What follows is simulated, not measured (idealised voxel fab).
voxel transistor to metal: a process module
Cross-section cut spans 190 nm and uses square cells 5 nm in size.
In this document a cross-section is written as a grid of square cells. It is given as a series of bands, listed from the top down, and a band is one or more rows of cells. First you get the band's top height and its bottom height, in nm, and then the materials it's made of, left to right, with each width in nm. If you see a single material with "everywhere", that one covers the band edge to edge. "air" is empty space. Below 0: as-received wafer, all one material; heights counted from there. Lowest band: no bottom, goes on down, written "0 -> down". Quick explanation for "30 to 40": the width changes in equal steps down the rows of cells, from the first number in the band's top row to the second number in its bottom row. Any step labelled "left unchanged" changed none of the cells in the cross-section. So "Enclosed voids" is basically the list of trapped voids: any empty space of 8 cells or more that can't reach the top through an opening. They're written width x height at distance, the distance being from the left edge, and it's all nm. Where a step's line continues beyond its settings, the continuation is a remark by the simulator itself on that step. overlay nm, on a step with a mask: how far to the right of its planned place the mask lay; to the left if negative.
[List of planned process steps]
1,RECEIVE [material Si]
2,OXIDIZE [depth nm 5]
3,CONFORMAL_DEP [material SiN] [thk nm 15]
4,PATTERN [tone cover] [mask id ACTIVE] [material resist] [width nm 115] [thk nm 20] [overlay nm 0]
5,DIRECTIONAL_ETCH [etch materials SiN] [depth nm 15]
6,DIRECTIONAL_ETCH [etch materials SiO2] [depth nm 5]
7,DIRECTIONAL_ETCH [etch materials Si] [depth nm 30]
8,STRIP [etch materials resist]
9,FILL_DEP [material SiO2] [thk nm 10]
10,CMP [height nm 15]
11,SELECTIVE_ETCH [etch materials SiO2] [depth nm 15]
12,STRIP [etch materials SiN]
13,SELECTIVE_ETCH [etch materials SiO2] [depth nm 5]
14,OXIDIZE [depth nm 5]
15,DIRECTIONAL_DEP [material polySi] [thk nm 25]
16,DIRECTIONAL_DEP [material SiCN] [thk nm 10]
17,MASKED_ETCH [tone cover] [mask id GATE] [width nm 25] [etch materials SiCN] [depth nm 20] [overlay nm 0]
18,MASKED_ETCH [tone cover] [mask id GATE] [width nm 25] [etch materials polySi] [depth nm 35] [overlay nm 0]
19,CONFORMAL_DEP [material SiO2] [thk nm 5]
20,DIRECTIONAL_ETCH [etch materials SiO2] [depth nm 5]
21,CONFORMAL_DEP [material SiN] [thk nm 10]
22,DIRECTIONAL_ETCH [etch materials SiN] [depth nm 10]
23,DIRECTIONAL_ETCH [etch materials SiO2] [depth nm 5]
24,EPI [material pSi] [thk nm 5]
25,FILL_DEP [material SiO2] [thk nm 10]
26,CMP [height nm 20]
27,STRIP [etch materials polySi]
28,SELECTIVE_ETCH [etch materials SiO2] [depth nm 5]
29,CONFORMAL_DEP [material HfO2] [thk nm 5]
30,CONFORMAL_DEP [material TiN] [thk nm 5]
31,FILL_DEP [material W] [thk nm 10]
32,CMP [height nm 15]
33,DIRECTIONAL_DEP [material SiO2] [thk nm 15]
34,PATTERN [tone open] [mask id CONTACT] [material resist] [width nm 15] [pitch nm 80] [thk nm 15] [overlay nm 0]
35,DIRECTIONAL_ETCH [etch materials SiO2] [depth nm 35]
36,STRIP [etch materials resist]
37,CONFORMAL_DEP [material TiN] [thk nm 5]
38,FILL_DEP [material Ru] [thk nm 10]
39,CMP [height nm 30]
40,DIRECTIONAL_DEP [material TiN] [thk nm 5]
41,DIRECTIONAL_DEP [material W] [thk nm 15]
42,MASKED_ETCH [tone cover] [mask id METAL_1] [width nm 15] [pitch nm 80] [etch materials W] [depth nm 15] [overlay nm 0]
43,MASKED_ETCH [tone cover] [mask id METAL_1] [width nm 15] [pitch nm 80] [etch materials TiN] [depth nm 5] [overlay nm 0]
44,CONFORMAL_DEP [material SiCN] [thk nm 5]
45,FILL_DEP [material lowk] [thk nm 5]
46,CMP [height nm 50]
47,CONFORMAL_DEP [material SiCN] [thk nm 5]
48,DIRECTIONAL_DEP [material SiO2] [thk nm 30]
49,DIRECTIONAL_DEP [material aC] [thk nm 15]
50,PATTERN [tone open] [mask id METAL_2] [material resist] [width nm 15] [pitch nm 80] [thk nm 30] [overlay nm 0]
51,DIRECTIONAL_ETCH [etch materials aC] [depth nm 15]
52,STRIP [etch materials resist]
53,DIRECTIONAL_ETCH [etch materials SiO2] [depth nm 15]
54,STRIP [etch materials aC]
55,PATTERN [tone open] [mask id METAL_2_HOLES] [material resist] [width nm 15] [pitch nm 80] [thk nm 15] [overlay nm 0]
56,DIRECTIONAL_ETCH [etch materials SiO2] [depth nm 15]
57,DIRECTIONAL_ETCH [etch materials SiCN] [depth nm 5]
58,STRIP [etch materials resist]
59,CONFORMAL_DEP [material TiN] [thk nm 5]
60,FILL_DEP [material Cu] [thk nm 5]
61,CMP [height nm 85]
62,CONFORMAL_DEP [material SiN] [thk nm 5]
[Wafer at receipt (post step 1), cross-section]
	0 -> down | Si everywhere
	Enclosed voids: none
[first wafer at the end, as planned]
	90 -> 85 | SiN everywhere
	85 -> 55 | SiO2: 45 / TiN: 5 / Cu: 5 / TiN: 5 / SiO2: 65 / TiN: 5 / Cu: 5 / TiN: 5 / SiO2: 50
	55 -> 50 | SiCN: 45 / TiN: 15 / SiCN: 65 / TiN: 15 / SiCN: 50
	50 -> 35 | lowk: 40 / SiCN: 5 / W: 15 / SiCN: 5 / lowk: 55 / SiCN: 5 / W: 15 / SiCN: 5 / lowk: 45
	35 -> 30 | SiCN: 45 / TiN: 15 / SiCN: 65 / TiN: 15 / SiCN: 50
	30 -> 15 | SiO2: 45 / TiN: 5 / Ru: 5 / TiN: 5 / SiO2: 65 / TiN: 5 / Ru: 5 / TiN: 5 / SiO2: 50
	15 -> 0 | SiO2: 45 / TiN: 5 / Ru: 5 / TiN: 5 / SiO2: 5 / SiN: 10 / HfO2: 5 / TiN: 5 / W: 15 / TiN: 5 / HfO2: 5 / SiN: 10 / SiO2: 5 / TiN: 5 / Ru: 5 / TiN: 5 / SiO2: 50
	0 -> -5 | SiO2: 45 / TiN: 15 / SiO2: 5 / SiN: 10 / HfO2: 5 / TiN: 25 / HfO2: 5 / SiN: 10 / SiO2: 5 / TiN: 15 / SiO2: 50
	-5 -> -10 | SiO2: 30 / pSi: 35 / SiO2: 10 / HfO2: 35 / SiO2: 10 / pSi: 35 / SiO2: 35
	-10 -> -35 | SiO2: 35 / Si: 115 / SiO2: 40
	-35 -> down | Si everywhere
	Enclosed voids: none
[Cross-section, wafer two of two, end of module: same start and plan as wafer one, one error in execution]
	90 -> 85 | SiN everywhere
	85 -> 55 | SiO2: 45 / TiN: 5 / Cu: 5 / TiN: 5 / SiO2: 65 / TiN: 5 / Cu: 5 / TiN: 5 / SiO2: 50
	55 -> 50 | SiCN: 45 / TiN: 15 / SiCN: 65 / TiN: 15 / SiCN: 50
	50 -> 35 | lowk: 40 / SiCN: 5 / W: 15 / SiCN: 5 / lowk: 55 / SiCN: 5 / W: 15 / SiCN: 5 / lowk: 45
	35 -> 30 | SiCN: 45 / TiN: 15 / SiCN: 65 / TiN: 15 / SiCN: 50
	30 -> 25 | TiN: 50 / Ru: 5 / TiN: 75 / Ru: 5 / TiN: 55
	25 -> 10 | SiO2: 45 / TiN: 5 / Ru: 5 / TiN: 5 / SiO2: 65 / TiN: 5 / Ru: 5 / TiN: 5 / SiO2: 50
	10 -> 0 | SiO2: 45 / TiN: 5 / Ru: 5 / TiN: 5 / SiO2: 5 / SiN: 10 / HfO2: 5 / TiN: 5 / W: 15 / TiN: 5 / HfO2: 5 / SiN: 10 / SiO2: 5 / TiN: 5 / Ru: 5 / TiN: 5 / SiO2: 50
	0 -> -5 | SiO2: 45 / TiN: 15 / SiO2: 5 / SiN: 10 / HfO2: 5 / TiN: 25 / HfO2: 5 / SiN: 10 / SiO2: 5 / TiN: 15 / SiO2: 50
	-5 -> -10 | SiO2: 30 / pSi: 35 / SiO2: 10 / HfO2: 35 / SiO2: 10 / pSi: 35 / SiO2: 35
	-10 -> -35 | SiO2: 35 / Si: 115 / SiO2: 40
	-35 -> down | Si everywhere
	Enclosed voids: none
Diagnosis: rather than as planned, step 32 actually ran as CMP [height nm 10]
Upon completion, the second wafer contains, in terms of cells, a greater or smaller amount of certain materials than the first wafer: 2 fewer of HfO2, 4 fewer of SiN, 21 fewer of SiO2, 30 more of TiN, 3 fewer of W
